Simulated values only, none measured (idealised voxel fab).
Herein follows the process module entitled voxel self aligned vias.
Pictured: cross-section cut, 205 nm wide, on a grid of 5 nm square cells.
Cross-section spec: square-cell grid; bands listed top down; each band is one or more rows.
A band entry consists of two parts. The first gives the height of the band's top and the height of its bottom, in nm. The rest lists the band's materials from left to right, each with its width in nm. A single material labelled with the word "all across" fills the band from edge to edge, and the word "blank" marks empty space.
Beneath 0, the wafer as received is one material, and that level is where height counting begins. The lowest band goes on downward without a bottom; it is written like "0 nm and below".
The two numbers in a width such as "30..40" mark its ends across the band: the first belongs to the top row of cells, the second to the bottom row, and from each row to the next the width moves by the same amount.
It should be understood that the words "no modifications", when stated for a given step, signify that the cross-section underwent no change in any of its cells during that step.
Closed empty spaces (no open way to the top) of 8 cells or more are what "Entrapped voids" lists, each as width x height at distance from the left edge, nm for all three.
It should be noted that, on the line of a given step, the content following the step's settings is a remark produced by the simulator itself with respect to that step.
If you see "overlay nm" on a step's line and that step has a mask, it's telling you how far right of where it was planned the mask ended up; a negative number means it went left instead.
[plan]
1: op RECEIVE | material Si
2: op CONFORMAL_DEP | material SiO2 | thk nm 15
3: op CONFORMAL_DEP | material SiCN | thk nm 5
4: op DIRECTIONAL_DEP | material SiO2 | thk nm 25
5: op MASKED_ETCH | tone open | mask id LINES | width nm 20 | pitch nm 70 | etch materials SiO2 | depth nm 25 | overlay nm 0
6: op CONFORMAL_DEP | material TiN | thk nm 5
7: op FILL_DEP | material W | thk nm 10
8: op CMP | height nm 45
9: op SELECTIVE_ETCH | etch materials W Ru TiN | depth nm 5
10: op FILL_DEP | material SiN | thk nm 5
11: op CMP | height nm 45
12: op DIRECTIONAL_DEP | material SiO2 | thk nm 15
13: op PATTERN | tone open | mask id VIAS | material resist | width nm 40 | thk nm 20 | overlay nm 0
14: op DIRECTIONAL_ETCH | etch materials SiO2 | depth nm 15
15: op DIRECTIONAL_ETCH | etch materials SiN | depth nm 5
16: op STRIP | etch materials resist
17: op CONFORMAL_DEP | material TiN | thk nm 5
18: op FILL_DEP | material W | thk nm 5
19: op CMP | height nm 60
20: op CONFORMAL_DEP | material SiN | thk nm 5
[Cross-section of the wafer at receipt, which is the condition after step 1]
> 0 nm and below  Si all across
> Entrapped voids: none
[Cross-section, end of module. Start: as above. Plan: as above. Execution: one mistake]
> 65 nm to 60 nm  SiN all across
> 60 nm to 50 nm  SiO2 (45), TiN (5), W (30), TiN (5), SiO2 (120)
> 50 nm to 45 nm  SiO2 (45), TiN (40), SiO2 (120)
> 45 nm to 40 nm  SiCN all across
> 40 nm to 0 nm  SiO2 all across
> 0 nm and below  Si all across
> Entrapped voids: none
The mistake made against the process plan was this: order of steps 3 and 4 inverted relative to the plan
